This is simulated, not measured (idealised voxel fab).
voxel self aligned contacts: a process module
FYI the section here is cut, 290 nm wide, cells are 5 nm squares.
This document writes a cross-section as a grid whose cells are square, and gives it as bands, listed from the top down; one or more rows of cells form a band.
Top height, bottom height, nm. Materials left to right, width each, nm. Single material + "edge to edge" = fills band edge to edge. "blank" = empty.
It should be noted that heights are counted from 0, beneath which the wafer as supplied is of one material throughout, and that the lowest band possesses no lower boundary but continues downward, as written in "z 0 and below".
A two-number width, for instance "30->40", indicates that the width is equal to the first number in the top row of the band and to the second number in the bottom row, and that it changes by a constant amount per row of cells.
Where the words "no alteration" appear for a step, the cross-section shows no cell changed by that step; every cell remained as before.
Each empty space that has no open way to the top and spans at least 8 cells appears under "Closed empty spaces" as width x height at distance, the distance counted from the left edge, all in nm.
On a step's line, text after the settings is the simulator commenting on that step.
overlay nm: mask right of planned place by this much (step with mask). Neg. = left.
Quick note on how to read the rest: it's all pairs. You get the cross-section before a process step and the one after, but the after one only goes down as far as the lowest band that changed. The step in between, with its settings, sits under the pair. Heads up, the pairs can come from different runs of this module on the same starting wafer, so don't assume a pair picks up from the one above unless its "Before this step" entry says it does.
Before this step
> z 60 to 55: TiN=130; blank=25; TiN=135
> z 55 to 45: SiO2=125; TiN=5->15; blank=25->5; TiN=5->15; SiO2=130
> z 45 to 40: SiO2=90; SiN=45; TiN=5; blank=5; TiN=5; SiN=45; SiO2=95
> z 40 to 35: SiO2=90; SiN=45; TiN=15; SiN=45; SiO2=95
> z 35 to 30: SiN edge to edge
> z 30 to 5: polySi edge to edge
> z 5 to 0: SiO2 edge to edge
> z 0 and below: Si edge to edge
> Closed empty spaces: none
Post-Step Snapshot
> z 70 to 60: Ru edge to edge
> z 60 to 55: TiN=130; Ru=25; TiN=135
> z 55 to 45: SiO2=125; TiN=5->15; Ru=25->5; TiN=5->15; SiO2=130
> z 45 to 40: SiO2=90; SiN=45; TiN=5; Ru=5; TiN=5; SiN=45; SiO2=95
> Lower than 40, everything is as it was.
> Closed empty spaces: none
Between the two cross-sections you see above, the step is FILL_DEP: material Ru, thk nm 10
Before this step: The pre-step condition corresponds to the post-step cross-section depicted in the pair directly above.
Post-Step Snapshot
> z 55 to 45: SiO2=125; TiN=5->15; Ru=25->5; TiN=5->15; SiO2=130
> Lower than 45, everything is as it was.
> Closed empty spaces: none
Between the two cross-sections you see above, the step is CMP: height nm 55
Before this step: The pre-step condition corresponds to the post-step cross-section depicted in the pair directly above.
Post-Step Snapshot
> z 60 to 55: SiCN edge to edge
> Lower than 55, everything is as it was.
> Closed empty spaces: none
Between the two cross-sections you see above, the step is CONFORMAL_DEP: material SiCN, thk nm 5
Before this step
> z 70 to 55: aC edge to edge
> z 55 to 45: SiO2 edge to edge
> z 45 to 30: SiO2=90; SiN=45; SiO2=15; SiN=45; SiO2=95
> z 30 to 5: SiO2=90; SiN=5; polySi=35; SiN=5; SiO2=15; SiN=5; polySi=35; SiN=5; SiO2=95
> z 5 to 0: SiO2 edge to edge
> z 0 and below: Si edge to edge
> Closed empty spaces: none
Post-Step Snapshot
> z 105 to 70: resist=130; blank=25; resist=135
> Lower than 70, everything is as it was.
> Closed empty spaces: none
Between the two cross-sections you see above, the step is PATTERN: tone open, mask id CONTACT, material resist, width nm 25, thk nm 35, overlay nm 0
Before this step: The pre-step condition corresponds to the post-step cross-section depicted in the pair directly above.
Post-Step Snapshot
> z 90 to 70: resist=130; blank=25; resist=135
> z 70 to 55: aC=130; blank=25; aC=135
> Lower than 55, everything is as it was.
> Closed empty spaces: none
Between the two cross-sections you see above, the step is DIRECTIONAL_ETCH: etch materials aC, depth nm 15
Before this step: The pre-step condition corresponds to the post-step cross-section depicted in the pair directly above.
Post-Step Snapshot
> z 70 to 55: aC=130; blank=25; aC=135
> Lower than 55, everything is as it was.
> Closed empty spaces: none
Between the two cross-sections you see above, the step is STRIP: etch materials resist
Before this step: The pre-step condition corresponds to the post-step cross-section depicted in the pair directly above.
Post-Step Snapshot
> z 70 to 55: aC=130; blank=25; aC=135
> z 55 to 45: SiO2=130; blank=25; SiO2=135
> z 45 to 30: SiO2=90; SiN=45; blank=15; SiN=45; SiO2=95
> z 30 to 5: SiO2=90; SiN=5; polySi=35; SiN=5; blank=15; SiN=5; polySi=35; SiN=5; SiO2=95
> z 5 to 0: SiO2=135; blank=15; SiO2=140
> Lower than 0, everything is as it was.
> Closed empty spaces: none
Between the two cross-sections you see above, the step is DIRECTIONAL_ETCH: etch materials SiO2, depth nm 55
Before this step: The pre-step condition corresponds to the post-step cross-section depicted in the pair directly above.
Post-Step Snapshot
> z 55 to 45: SiO2=130; blank=25; SiO2=135
> Lower than 45, everything is as it was.
> Closed empty spaces: none
Between the two cross-sections you see above, the step is STRIP: etch materials aC
Before this step: The pre-step condition corresponds to the post-step cross-section depicted in the pair directly above.
Post-Step Snapshot
> z 60 to 55: TiN=135; blank=15; TiN=140
> z 55 to 45: SiO2=130; TiN=5->10; blank=15->5; TiN=5->10; SiO2=135
> z 45 to 30: SiO2=90; SiN=45; TiN=5; blank=5; TiN=5; SiN=45; SiO2=95
> z 30 to 5: SiO2=90; SiN=5; polySi=35; SiN=5; TiN=5; blank=5; TiN=5; SiN=5; polySi=35; SiN=5; SiO2=95
> z 5 to 0: SiO2=135; TiN=15; SiO2=140
> Lower than 0, everything is as it was.
> Closed empty spaces: none
Between the two cross-sections you see above, the step is CONFORMAL_DEP: material TiN, thk nm 5
Before this step: The pre-step condition corresponds to the post-step cross-section depicted in the pair directly above.
Post-Step Snapshot
> z 70 to 60: Ru edge to edge
> z 60 to 55: TiN=135; Ru=15; TiN=140
> z 55 to 45: SiO2=130; TiN=5->10; Ru=15->5; TiN=5->10; SiO2=135
> z 45 to 30: SiO2=90; SiN=45; TiN=5; Ru=5; TiN=5; SiN=45; SiO2=95
> z 30 to 5: SiO2=90; SiN=5; polySi=35; SiN=5; TiN=5; Ru=5; TiN=5; SiN=5; polySi=35; SiN=5; SiO2=95
> Lower than 5, everything is as it was.
> Closed empty spaces: none
Between the two cross-sections you see above, the step is FILL_DEP: material Ru, thk nm 10
Before this step: The pre-step condition corresponds to the post-step cross-section depicted in the pair directly above.
Post-Step Snapshot
> z 55 to 45: SiO2=130; TiN=5->10; Ru=15->5; TiN=5->10; SiO2=135
> Lower than 45, everything is as it was.
> Closed empty spaces: none
Between the two cross-sections you see above, the step is CMP: height nm 55
Before this step: The pre-step condition corresponds to the post-step cross-section depicted in the pair directly above.
Post-Step Snapshot
> z 60 to 55: SiCN edge to edge
> Lower than 55, everything is as it was.
> Closed empty spaces: none
Between the two cross-sections you see above, the step is CONFORMAL_DEP: material SiCN, thk nm 5
Before this step
> z 45 to 30: SiN edge to edge
> z 30 to 5: polySi edge to edge
> z 5 to 0: SiO2 edge to edge
> z 0 and below: Si edge to edge
> Closed empty spaces: none
Post-Step Snapshot
> z 60 to 45: blank=105; resist=35; blank=25; resist=35; blank=90
> Lower than 45, everything is as it was.
> Closed empty spaces: none
Between the two cross-sections you see above, the step is PATTERN: tone cover, mask id GATE, material resist, width nm 35, pitch nm 60, thk nm 15, overlay nm 10
Before this step: The pre-step condition corresponds to the post-step cross-section depicted in the pair directly above.
Post-Step Snapshot
> z 60 to 45: blank=105; resist=35; blank=25; resist=35; blank=90
> z 45 to 30: blank=105; SiN=35; blank=25; SiN=35; blank=90
> Lower than 30, everything is as it was.
> Closed empty spaces: none
Between the two cross-sections you see above, the step is DIRECTIONAL_ETCH: etch materials SiN, depth nm 15
Before this step: The pre-step condition corresponds to the post-step cross-section depicted in the pair directly above.
Post-Step Snapshot
> z 60 to 45: blank=105; resist=35; blank=25; resist=35; blank=90
> z 45 to 30: blank=105; SiN=35; blank=25; SiN=35; blank=90
> z 30 to 5: blank=105; polySi=35; blank=25; polySi=35; blank=90
> Lower than 5, everything is as it was.
> Closed empty spaces: none
Between the two cross-sections you see above, the step is DIRECTIONAL_ETCH: etch materials polySi, depth nm 25
Before this step: The pre-step condition corresponds to the post-step cross-section depicted in the pair directly above.
Post-Step Snapshot
> z 45 to 30: blank=105; SiN=35; blank=25; SiN=35; blank=90
> Lower than 30, everything is as it was.
> Closed empty spaces: none
Between the two cross-sections you see above, the step is STRIP: etch materials resist
Before this step: The pre-step condition corresponds to the post-step cross-section depicted in the pair directly above.
Post-Step Snapshot
> z 50 to 30: blank=100; SiN=45; blank=15; SiN=45; blank=85
> z 30 to 10: blank=100; SiN=5; polySi=35; SiN=5; blank=15; SiN=5; polySi=35; SiN=5; blank=85
> z 10 to 5: SiN=105; polySi=35; SiN=25; polySi=35; SiN=90
> Lower than 5, everything is as it was.
> Closed empty spaces: none
Between the two cross-sections you see above, the step is CONFORMAL_DEP: material SiN, thk nm 5
Before this step: The pre-step condition corresponds to the post-step cross-section depicted in the pair directly above.
Post-Step Snapshot
> z 45 to 30: blank=100; SiN=45; blank=15; SiN=45; blank=85
> z 30 to 5: blank=100; SiN=5; polySi=35; SiN=5; blank=15; SiN=5; polySi=35; SiN=5; blank=85
> Lower than 5, everything is as it was.
> Closed empty spaces: none
Between the two cross-sections you see above, the step is DIRECTIONAL_ETCH: etch materials SiN, depth nm 5
Before this step: The pre-step condition corresponds to the post-step cross-section depicted in the pair directly above.
Post-Step Snapshot
> z 65 to 45: SiO2 edge to edge
> z 45 to 30: SiO2=100; SiN=45; SiO2=15; SiN=45; SiO2=85
> z 30 to 5: SiO2=100; SiN=5; polySi=35; SiN=5; SiO2=15; SiN=5; polySi=35; SiN=5; SiO2=85
> Lower than 5, everything is as it was.
> Closed empty spaces: none
Between the two cross-sections you see above, the step is FILL_DEP: material SiO2, thk nm 20
Before this step: The pre-step condition corresponds to the post-step cross-section depicted in the pair directly above.
Post-Step Snapshot
> z 55 to 45: SiO2 edge to edge
> Lower than 45, everything is as it was.
> Closed empty spaces: none
Between the two cross-sections you see above, the step is CMP: height nm 55
Before this step: The pre-step condition corresponds to the post-step cross-section depicted in the pair directly above.
Post-Step Snapshot
> z 70 to 55: aC edge to edge
> Lower than 55, everything is as it was.
> Closed empty spaces: none
Between the two cross-sections you see above, the step is DIRECTIONAL_DEP: material aC, thk nm 15
Before this step: The pre-step condition corresponds to the post-step cross-section depicted in the pair directly above.
Post-Step Snapshot
> z 105 to 70: resist=125; blank=35; resist=130
> Lower than 70, everything is as it was.
> Closed empty spaces: none
Between the two cross-sections you see above, the step is PATTERN: tone open, mask id CONTACT, material resist, width nm 35, thk nm 35, overlay nm 0
Before this step: The pre-step condition corresponds to the post-step cross-section depicted in the pair directly above.
Post-Step Snapshot
> z 90 to 70: resist=125; blank=35; resist=130
> z 70 to 55: aC=125; blank=35; aC=130
> Lower than 55, everything is as it was.
> Closed empty spaces: none
Between the two cross-sections you see above, the step is DIRECTIONAL_ETCH: etch materials aC, depth nm 15
Before this step: The pre-step condition corresponds to the post-step cross-section depicted in the pair directly above.
Post-Step Snapshot
> z 70 to 55: aC=125; blank=35; aC=130
> Lower than 55, everything is as it was.
> Closed empty spaces: none
Between the two cross-sections you see above, the step is STRIP: etch materials resist
Before this step: The pre-step condition corresponds to the post-step cross-section depicted in the pair directly above.
Post-Step Snapshot
> z 70 to 55: aC=125; blank=35; aC=130
> z 55 to 45: SiO2=125; blank=35; SiO2=130
> z 45 to 30: SiO2=100; SiN=45; blank=15; SiN=45; SiO2=85
> z 30 to 5: SiO2=100; SiN=5; polySi=35; SiN=5; blank=15; SiN=5; polySi=35; SiN=5; SiO2=85
> z 5 to 0: SiO2=145; blank=15; SiO2=130
> Lower than 0, everything is as it was.
> Closed empty spaces: none
Between the two cross-sections you see above, the step is DIRECTIONAL_ETCH: etch materials SiO2, depth nm 55
Before this step: The pre-step condition corresponds to the post-step cross-section depicted in the pair directly above.
Post-Step Snapshot
> z 55 to 45: SiO2=125; blank=35; SiO2=130
> Lower than 45, everything is as it was.
> Closed empty spaces: none
Between the two cross-sections you see above, the step is STRIP: etch materials aC
Before this step: The pre-step condition corresponds to the post-step cross-section depicted in the pair directly above.
Post-Step Snapshot
> z 60 to 55: TiN=130; blank=25; TiN=135
> z 55 to 45: SiO2=125; TiN=5->25; blank=25->5; TiN=5; SiO2=130
> z 45 to 30: SiO2=100; SiN=45; TiN=5; blank=5; TiN=5; SiN=45; SiO2=85
> z 30 to 5: SiO2=100; SiN=5; polySi=35; SiN=5; TiN=5; blank=5; TiN=5; SiN=5; polySi=35; SiN=5; SiO2=85
> z 5 to 0: SiO2=145; TiN=15; SiO2=130
> Lower than 0, everything is as it was.
> Closed empty spaces: none
Between the two cross-sections you see above, the step is CONFORMAL_DEP: material TiN, thk nm 5
Before this step: The pre-step condition corresponds to the post-step cross-section depicted in the pair directly above.
Post-Step Snapshot
> z 70 to 60: Ru edge to edge
> z 60 to 55: TiN=130; Ru=25; TiN=135
> z 55 to 45: SiO2=125; TiN=5->25; Ru=25->5; TiN=5; SiO2=130
> z 45 to 30: SiO2=100; SiN=45; TiN=5; Ru=5; TiN=5; SiN=45; SiO2=85
> z 30 to 5: SiO2=100; SiN=5; polySi=35; SiN=5; TiN=5; Ru=5; TiN=5; SiN=5; polySi=35; SiN=5; SiO2=85
> Lower than 5, everything is as it was.
> Closed empty spaces: none
Between the two cross-sections you see above, the step is FILL_DEP: material Ru, thk nm 10
Before this step: The pre-step condition corresponds to the post-step cross-section depicted in the pair directly above.
Post-Step Snapshot
> z 55 to 45: SiO2=125; TiN=5->25; Ru=25->5; TiN=5; SiO2=130
> Lower than 45, everything is as it was.
> Closed empty spaces: none
Between the two cross-sections you see above, the step is CMP: height nm 55
Before this step: The pre-step condition corresponds to the post-step cross-section depicted in the pair directly above.
Post-Step Snapshot
> z 60 to 55: SiCN edge to edge
> Lower than 55, everything is as it was.
> Closed empty spaces: none
Between the two cross-sections you see above, the step is CONFORMAL_DEP: material SiCN, thk nm 5
Before this step
> z 45 to 30: blank=95; SiN=35; blank=25; SiN=35; blank=100
> z 30 to 5: blank=95; polySi=35; blank=25; polySi=35; blank=100
> z 5 to 0: SiO2 edge to edge
> z 0 and below: Si edge to edge
> Closed empty spaces: none
Post-Step Snapshot
> z 50 to 45: blank=90; Ru=45; blank=15; Ru=45; blank=95
> z 45 to 30: blank=90; Ru=5; SiN=35; Ru=5; blank=15; Ru=5; SiN=35; Ru=5; blank=95
> z 30 to 10: blank=90; Ru=5; polySi=35; Ru=5; blank=15; Ru=5; polySi=35; Ru=5; blank=95
> z 10 to 5: Ru=95; polySi=35; Ru=25; polySi=35; Ru=100
> Lower than 5, everything is as it was.
> Closed empty spaces: none
Between the two cross-sections you see above, the step is CONFORMAL_DEP: material Ru, thk nm 5
Before this step: The pre-step condition corresponds to the post-step cross-section depicted in the pair directly above.
Post-Step Snapshot
> z 70 to 50: SiO2 edge to edge
> z 50 to 45: SiO2=90; Ru=45; SiO2=15; Ru=45; SiO2=95
> z 45 to 30: SiO2=90; Ru=5; SiN=35; Ru=5; SiO2=15; Ru=5; SiN=35; Ru=5; SiO2=95
> z 30 to 10: SiO2=90; Ru=5; polySi=35; Ru=5; SiO2=15; Ru=5; polySi=35; Ru=5; SiO2=95
> Lower than 10, everything is as it was.
> Closed empty spaces: none
Between the two cross-sections you see above, the step is FILL_DEP: material SiO2, thk nm 20
Before this step: The pre-step condition corresponds to the post-step cross-section depicted in the pair directly above.
Post-Step Snapshot
> z 55 to 50: SiO2 edge to edge
> Lower than 50, everything is as it was.
> Closed empty spaces: none
Between the two cross-sections you see above, the step is CMP: height nm 55
Before this step: The pre-step condition corresponds to the post-step cross-section depicted in the pair directly above.
Post-Step Snapshot
> z 70 to 55: aC edge to edge
> Lower than 55, everything is as it was.
> Closed empty spaces: none
Between the two cross-sections you see above, the step is DIRECTIONAL_DEP: material aC, thk nm 15
Before this step: The pre-step condition corresponds to the post-step cross-section depicted in the pair directly above.
Post-Step Snapshot
> z 105 to 70: resist=125; blank=35; resist=130
> Lower than 70, everything is as it was.
> Closed empty spaces: none
Between the two cross-sections you see above, the step is PATTERN: tone open, mask id CONTACT, material resist, width nm 35, thk nm 35, overlay nm 0
Before this step: The pre-step condition corresponds to the post-step cross-section depicted in the pair directly above.
Post-Step Snapshot
> z 90 to 70: resist=125; blank=35; resist=130
> z 70 to 55: aC=125; blank=35; aC=130
> Lower than 55, everything is as it was.
> Closed empty spaces: none
Between the two cross-sections you see above, the step is DIRECTIONAL_ETCH: etch materials aC, depth nm 15
Before this step: The pre-step condition corresponds to the post-step cross-section depicted in the pair directly above.
Post-Step Snapshot
> z 70 to 55: aC=125; blank=35; aC=130
> Lower than 55, everything is as it was.
> Closed empty spaces: none
Between the two cross-sections you see above, the step is STRIP: etch materials resist
Before this step: The pre-step condition corresponds to the post-step cross-section depicted in the pair directly above.
Post-Step Snapshot
> z 70 to 55: aC=125; blank=35; aC=130
> z 55 to 50: SiO2=125; blank=35; SiO2=130
> z 50 to 45: SiO2=90; Ru=45; blank=15; Ru=45; SiO2=95
> z 45 to 30: SiO2=90; Ru=5; SiN=35; Ru=5; blank=15; Ru=5; SiN=35; Ru=5; SiO2=95
> z 30 to 10: SiO2=90; Ru=5; polySi=35; Ru=5; blank=15; Ru=5; polySi=35; Ru=5; SiO2=95
> Lower than 10, everything is as it was.
> Closed empty spaces: none
Between the two cross-sections you see above, the step is DIRECTIONAL_ETCH: etch materials SiO2, depth nm 55
Before this step: The pre-step condition corresponds to the post-step cross-section depicted in the pair directly above.
Post-Step Snapshot
> z 55 to 50: SiO2=125; blank=35; SiO2=130
> Lower than 50, everything is as it was.
> Closed empty spaces: none
Between the two cross-sections you see above, the step is STRIP: etch materials aC
Before this step: The pre-step condition corresponds to the post-step cross-section depicted in the pair directly above.
Post-Step Snapshot
> z 60 to 55: TiN=130; blank=25; TiN=135
> z 55 to 50: SiO2=125; TiN=15; blank=5; TiN=15; SiO2=130
> z 50 to 45: SiO2=90; Ru=45; TiN=5; blank=5; TiN=5; Ru=45; SiO2=95
> z 45 to 30: SiO2=90; Ru=5; SiN=35; Ru=5; TiN=5; blank=5; TiN=5; Ru=5; SiN=35; Ru=5; SiO2=95
> z 30 to 15: SiO2=90; Ru=5; polySi=35; Ru=5; TiN=5; blank=5; TiN=5; Ru=5; polySi=35; Ru=5; SiO2=95
> z 15 to 10: SiO2=90; Ru=5; polySi=35; Ru=5; TiN=15; Ru=5; polySi=35; Ru=5; SiO2=95
> Lower than 10, everything is as it was.
> Closed empty spaces: none
Between the two cross-sections you see above, the step is CONFORMAL_DEP: material TiN, thk nm 5
Before this step: The pre-step condition corresponds to the post-step cross-section depicted in the pair directly above.
Post-Step Snapshot
> z 70 to 60: Ru edge to edge
> z 60 to 55: TiN=130; Ru=25; TiN=135
> z 55 to 50: SiO2=125; TiN=15; Ru=5; TiN=15; SiO2=130
> z 50 to 45: SiO2=90; Ru=45; TiN=5; Ru=5; TiN=5; Ru=45; SiO2=95
> z 45 to 30: SiO2=90; Ru=5; SiN=35; Ru=5; TiN=5; Ru=5; TiN=5; Ru=5; SiN=35; Ru=5; SiO2=95
> z 30 to 15: SiO2=90; Ru=5; polySi=35; Ru=5; TiN=5; Ru=5; TiN=5; Ru=5; polySi=35; Ru=5; SiO2=95
> Lower than 15, everything is as it was.
> Closed empty spaces: none
Between the two cross-sections you see above, the step is FILL_DEP: material Ru, thk nm 10
Before this step: The pre-step condition corresponds to the post-step cross-section depicted in the pair directly above.
Post-Step Snapshot
> z 55 to 50: SiO2=125; TiN=15; Ru=5; TiN=15; SiO2=130
> Lower than 50, everything is as it was.
> Closed empty spaces: none
Between the two cross-sections you see above, the step is CMP: height nm 55
Before this step: The pre-step condition corresponds to the post-step cross-section depicted in the pair directly above.
Post-Step Snapshot
> z 60 to 55: SiCN edge to edge
> Lower than 55, everything is as it was.
> Closed empty spaces: none
Between the two cross-sections you see above, the step is CONFORMAL_DEP: material SiCN, thk nm 5
Before this step
> z 45 to 30: SiN edge to edge
> z 30 to 5: polySi edge to edge
> z 5 to 0: SiO2 edge to edge
> z 0 and below: Si edge to edge
> Closed empty spaces: none
Post-Step Snapshot
> z 60 to 45: resist=95; blank=35; resist=25; blank=35; resist=100
> Lower than 45, everything is as it was.
> Closed empty spaces: none
Between the two cross-sections you see above, the step is PATTERN: tone open, mask id GATE, material resist, width nm 35, pitch nm 60, thk nm 15, overlay nm 0
Before this step: The pre-step condition corresponds to the post-step cross-section depicted in the pair directly above.
Post-Step Snapshot
> z 60 to 45: resist=95; blank=35; resist=25; blank=35; resist=100
> z 45 to 30: SiN=95; blank=35; SiN=25; blank=35; SiN=100
> Lower than 30, everything is as it was.
> Closed empty spaces: none
Between the two cross-sections you see above, the step is DIRECTIONAL_ETCH: etch materials SiN, depth nm 15
Before this step: The pre-step condition corresponds to the post-step cross-section depicted in the pair directly above.
Post-Step Snapshot
> z 60 to 45: resist=95; blank=35; resist=25; blank=35; resist=100
> z 45 to 30: SiN=95; blank=35; SiN=25; blank=35; SiN=100
> z 30 to 5: polySi=95; blank=35; polySi=25; blank=35; polySi=100
> Lower than 5, everything is as it was.
> Closed empty spaces: none
Between the two cross-sections you see above, the step is DIRECTIONAL_ETCH: etch materials polySi, depth nm 25
Before this step: The pre-step condition corresponds to the post-step cross-section depicted in the pair directly above.
Post-Step Snapshot
> z 45 to 30: SiN=95; blank=35; SiN=25; blank=35; SiN=100
> Lower than 30, everything is as it was.
> Closed empty spaces: none
Between the two cross-sections you see above, the step is STRIP: etch materials resist
Before this step: The pre-step condition corresponds to the post-step cross-section depicted in the pair directly above.
Post-Step Snapshot
> z 50 to 30: SiN=100; blank=25; SiN=35; blank=25; SiN=105
> z 30 to 10: polySi=95; SiN=5; blank=25; SiN=5; polySi=25; SiN=5; blank=25; SiN=5; polySi=100
> z 10 to 5: polySi=95; SiN=35; polySi=25; SiN=35; polySi=100
> Lower than 5, everything is as it was.
> Closed empty spaces: none
Between the two cross-sections you see above, the step is CONFORMAL_DEP: material SiN, thk nm 5
Before this step: The pre-step condition corresponds to the post-step cross-section depicted in the pair directly above.
Post-Step Snapshot
> z 45 to 30: SiN=100; blank=25; SiN=35; blank=25; SiN=105
> z 30 to 5: polySi=95; SiN=5; blank=25; SiN=5; polySi=25; SiN=5; blank=25; SiN=5; polySi=100
> Lower than 5, everything is as it was.
> Closed empty spaces: none
Between the two cross-sections you see above, the step is DIRECTIONAL_ETCH: etch materials SiN, depth nm 5
Before this step: The pre-step condition corresponds to the post-step cross-section depicted in the pair directly above.
Post-Step Snapshot
> z 65 to 45: SiO2 edge to edge
> z 45 to 30: SiN=100; SiO2=25; SiN=35; SiO2=25; SiN=105
> z 30 to 5: polySi=95; SiN=5; SiO2=25; SiN=5; polySi=25; SiN=5; SiO2=25; SiN=5; polySi=100
> Lower than 5, everything is as it was.
> Closed empty spaces: none
Between the two cross-sections you see above, the step is FILL_DEP: material SiO2, thk nm 20
Before this step: The pre-step condition corresponds to the post-step cross-section depicted in the pair directly above.
Post-Step Snapshot
> z 55 to 45: SiO2 edge to edge
> Lower than 45, everything is as it was.
> Closed empty spaces: none
Between the two cross-sections you see above, the step is CMP: height nm 55
Before this step: The pre-step condition corresponds to the post-step cross-section depicted in the pair directly above.
Post-Step Snapshot
> z 70 to 55: aC edge to edge
> Lower than 55, everything is as it was.
> Closed empty spaces: none
Between the two cross-sections you see above, the step is DIRECTIONAL_DEP: material aC, thk nm 15
Before this step: The pre-step condition corresponds to the post-step cross-section depicted in the pair directly above.
Post-Step Snapshot
> z 105 to 70: resist=125; blank=35; resist=130
> Lower than 70, everything is as it was.
> Closed empty spaces: none
Between the two cross-sections you see above, the step is PATTERN: tone open, mask id CONTACT, material resist, width nm 35, thk nm 35, overlay nm 0
Before this step: The pre-step condition corresponds to the post-step cross-section depicted in the pair directly above.
Post-Step Snapshot
> z 90 to 70: resist=125; blank=35; resist=130
> z 70 to 55: aC=125; blank=35; aC=130
> Lower than 55, everything is as it was.
> Closed empty spaces: none
Between the two cross-sections you see above, the step is DIRECTIONAL_ETCH: etch materials aC, depth nm 15
Before this step: The pre-step condition corresponds to the post-step cross-section depicted in the pair directly above.
Post-Step Snapshot
> z 70 to 55: aC=125; blank=35; aC=130
> Lower than 55, everything is as it was.
> Closed empty spaces: none
Between the two cross-sections you see above, the step is STRIP: etch materials resist
Before this step: The pre-step condition corresponds to the post-step cross-section depicted in the pair directly above.
Post-Step Snapshot
> z 70 to 55: aC=125; blank=35; aC=130
> z 55 to 45: SiO2=125; blank=35; SiO2=130
> Lower than 45, everything is as it was.
> Closed empty spaces: none
Between the two cross-sections you see above, the step is DIRECTIONAL_ETCH: etch materials SiO2, depth nm 55
Before this step: The pre-step condition corresponds to the post-step cross-section depicted in the pair directly above.
Post-Step Snapshot
> z 55 to 45: SiO2=125; blank=35; SiO2=130
> Lower than 45, everything is as it was.
> Closed empty spaces: none
Between the two cross-sections you see above, the step is STRIP: etch materials aC
Before this step: The pre-step condition corresponds to the post-step cross-section depicted in the pair directly above.
Post-Step Snapshot
> z 60 to 55: TiN=130; blank=25; TiN=135
> z 55 to 50: SiO2=125; TiN=5; blank=25; TiN=5; SiO2=130
> z 50 to 45: SiO2=125; TiN=35; SiO2=130
> Lower than 45, everything is as it was.
> Closed empty spaces: none
Between the two cross-sections you see above, the step is CONFORMAL_DEP: material TiN, thk nm 5
Before this step: The pre-step condition corresponds to the post-step cross-section depicted in the pair directly above.
Post-Step Snapshot
> z 70 to 60: Ru edge to edge
> z 60 to 55: TiN=130; Ru=25; TiN=135
> z 55 to 50: SiO2=125; TiN=5; Ru=25; TiN=5; SiO2=130
> Lower than 50, everything is as it was.
> Closed empty spaces: none
Between the two cross-sections you see above, the step is FILL_DEP: material Ru, thk nm 10
Before this step: The pre-step condition corresponds to the post-step cross-section depicted in the pair directly above.
Post-Step Snapshot
> z 55 to 50: SiO2=125; TiN=5; Ru=25; TiN=5; SiO2=130
> Lower than 50, everything is as it was.
> Closed empty spaces: none
Between the two cross-sections you see above, the step is CMP: height nm 55
Before this step: The pre-step condition corresponds to the post-step cross-section depicted in the pair directly above.
Post-Step Snapshot
> z 60 to 55: SiCN edge to edge
> Lower than 55, everything is as it was.
> Closed empty spaces: none
Between the two cross-sections you see above, the step is CONFORMAL_DEP: material SiCN, thk nm 5
